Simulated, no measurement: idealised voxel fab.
Name of the process module below: voxel transistor to metal
In the cross-section labelled cut, the width is 195 nm and each square cell is 5 nm.
A cross-section in this document is a grid of square cells, and it is written down as bands, the top band listed before the ones below it; a band is made up of one or more rows of cells.
Per band: top height and bottom height in nm, followed by the left-to-right materials and their widths in nm; "full width" marks a single material spanning edge to edge, "empty" marks empty space.
Height datum 0, below which the as-received substrate wafer is one material. Lowest band open at the bottom, running downward: "0..down".
With a width like "30 to 40", each row of cells in the band differs from the next by the same amount, the top row carrying the first number and the bottom row the second.
For the purposes of this document, the phrase "no alterations made" attached to a step denotes that no cell within the cross-section was modified by that step.
"Completely enclosed voids" contains a list of empty spaces, each no smaller than 8 cells and without an open way to the top, written in the form width x height at distance with the distance from the left edge and all three in nm.
Post-settings text on a step line: simulator's own remark regarding the step.
overlay nm: step with mask; distance mask lay right of planned place; negative value = left of planned place.
Steps in the process plan:
1 RECEIVE with material Si
2 CONFORMAL_DEP with material SiO2, thk nm 5
3 CONFORMAL_DEP with material SiN, thk nm 15
4 DIRECTIONAL_DEP with material aC, thk nm 15
5 PATTERN with tone cover, mask id ACTIVE, material resist, width nm 95, thk nm 30, overlay nm 0
6 DIRECTIONAL_ETCH with etch materials aC, depth nm 15
7 STRIP with etch materials resist
8 DIRECTIONAL_ETCH with etch materials SiN, depth nm 15
9 DIRECTIONAL_ETCH with etch materials SiO2, depth nm 5
10 DIRECTIONAL_ETCH with etch materials Si, depth nm 25
11 STRIP with etch materials aC
12 OXIDIZE with depth nm 5
13 FILL_DEP with material SiO2, thk nm 10
14 CMP with height nm 20
15 SELECTIVE_ETCH with etch materials SiO2, depth nm 15
16 STRIP with etch materials SiN
17 SELECTIVE_ETCH with etch materials SiO2, depth nm 5
18 OXIDIZE with depth nm 5
19 DIRECTIONAL_DEP with material polySi, thk nm 30
20 DIRECTIONAL_DEP with material SiCN, thk nm 10
21 MASKED_ETCH with tone cover, mask id GATE, width nm 25, etch materials SiCN, depth nm 20, overlay nm 0
22 MASKED_ETCH with tone cover, mask id GATE, width nm 25, etch materials polySi, depth nm 40, overlay nm 0
23 CONFORMAL_DEP with material SiO2, thk nm 5
24 DIRECTIONAL_ETCH with etch materials SiO2, depth nm 5
25 CONFORMAL_DEP with material SiN, thk nm 10
26 DIRECTIONAL_ETCH with etch materials SiN, depth nm 10
27 DIRECTIONAL_ETCH with etch materials SiO2, depth nm 5
28 DIRECTIONAL_ETCH with etch materials Si, depth nm 10
29 EPI with material SiGe, thk nm 10
30 FILL_DEP with material SiO2, thk nm 5
31 CMP with height nm 40
32 DIRECTIONAL_DEP with material SiO2, thk nm 15
33 DIRECTIONAL_DEP with material aC, thk nm 10
34 PATTERN with tone open, mask id CONTACT, material resist, width nm 15, pitch nm 70, thk nm 25, overlay nm 0
35 DIRECTIONAL_ETCH with etch materials aC, depth nm 10
36 STRIP with etch materials resist
37 DIRECTIONAL_ETCH with etch materials SiO2, depth nm 60
38 STRIP with etch materials aC
39 CONFORMAL_DEP with material TiN, thk nm 5
40 FILL_DEP with material Ru, thk nm 5
41 CMP with height nm 55
42 CONFORMAL_DEP with material SiN, thk nm 5
43 DIRECTIONAL_DEP with material lowk, thk nm 20
44 PATTERN with tone open, mask id METAL_1, material resist, width nm 15, pitch nm 70, thk nm 20, overlay nm 0
45 DIRECTIONAL_ETCH with etch materials lowk, depth nm 20
46 DIRECTIONAL_ETCH with etch materials SiN, depth nm 5
47 STRIP with etch materials resist
48 CONFORMAL_DEP with material TiN, thk nm 5
49 FILL_DEP with material W, thk nm 10
50 CMP with height nm 80
51 CONFORMAL_DEP with material SiCN, thk nm 5
52 DIRECTIONAL_DEP with material lowk, thk nm 35
53 PATTERN with tone open, mask id METAL_2, material resist, width nm 15, pitch nm 70, thk nm 15, overlay nm 0
54 DIRECTIONAL_ETCH with etch materials lowk, depth nm 20
55 STRIP with etch materials resist
56 PATTERN with tone open, mask id METAL_2_HOLES, material resist, width nm 15, pitch nm 70, thk nm 20, overlay nm 0
57 DIRECTIONAL_ETCH with etch materials lowk, depth nm 15
58 DIRECTIONAL_ETCH with etch materials SiCN, depth nm 5
59 STRIP with etch materials resist
60 CONFORMAL_DEP with material TiN, thk nm 5
61 FILL_DEP with material Cu, thk nm 5
62 CMP with height nm 120
63 CONFORMAL_DEP with material SiCN, thk nm 5
Wafer as received: cross-section following step 1:
0..down  Si full width
Completely enclosed voids: none
Final wafer profile in cross-section after the module, from the same start and plan as above, with one mistake made during processing:
125..120  SiCN full width
120..110  50 lowk | 5 TiN | 10 Cu | 5 TiN | 50 lowk | 5 TiN | 10 Cu | 5 TiN | 55 lowk
110..105  50 lowk | 5 TiN | 5 Cu | 10 TiN | 50 lowk | 5 TiN | 5 Cu | 10 TiN | 55 lowk
105..100  50 lowk | 15 TiN | 55 lowk | 15 TiN | 60 lowk
100..85  55 lowk | 10 TiN | 60 lowk | 10 TiN | 60 lowk
85..80  55 SiCN | 10 TiN | 60 SiCN | 10 TiN | 60 SiCN
80..60  55 lowk | 5 TiN | 5 W | 5 TiN | 55 lowk | 5 TiN | 5 W | 5 TiN | 55 lowk
60..55  55 SiN | 15 TiN | 55 SiN | 15 TiN | 55 SiN
55..40  55 SiO2 | 5 TiN | 5 Ru | 5 TiN | 55 SiO2 | 5 TiN | 5 Ru | 5 TiN | 55 SiO2
40..30  55 SiO2 | 5 TiN | 5 Ru | 5 TiN | 10 SiN | 5 SiO2 | 25 SiCN | 5 SiO2 | 10 SiN | 5 TiN | 5 Ru | 5 TiN | 55 SiO2
30..10  55 SiO2 | 5 TiN | 5 Ru | 5 TiN | 10 SiN | 5 SiO2 | 25 polySi | 5 SiO2 | 10 SiN | 5 TiN | 5 Ru | 5 TiN | 55 SiO2
10..5  55 SiO2 | 15 TiN | 10 SiN | 5 SiO2 | 25 polySi | 5 SiO2 | 10 SiN | 15 TiN | 55 SiO2
5..0  55 SiO2 | 5 TiN | 10 SiGe | 10 SiN | 5 SiO2 | 25 polySi | 5 SiO2 | 10 SiN | 10 SiGe | 5 TiN | 55 SiO2
0..-5  55 SiO2 | 5 TiN | 10 SiGe | 55 SiO2 | 10 SiGe | 5 TiN | 55 SiO2
-5..-15  55 SiO2 | 15 SiGe | 55 Si | 15 SiGe | 55 SiO2
-15..-30  55 SiO2 | 85 Si | 55 SiO2
-30..down  Si full width
Completely enclosed voids: none
What was the processing mistake? it should be noted that step 53 was executed with settings other than those planned, the operation and settings actually applied being PATTERN with tone open, mask id METAL_2, material resist, width nm 15, pitch nm 70, thk nm 15, overlay nm -5
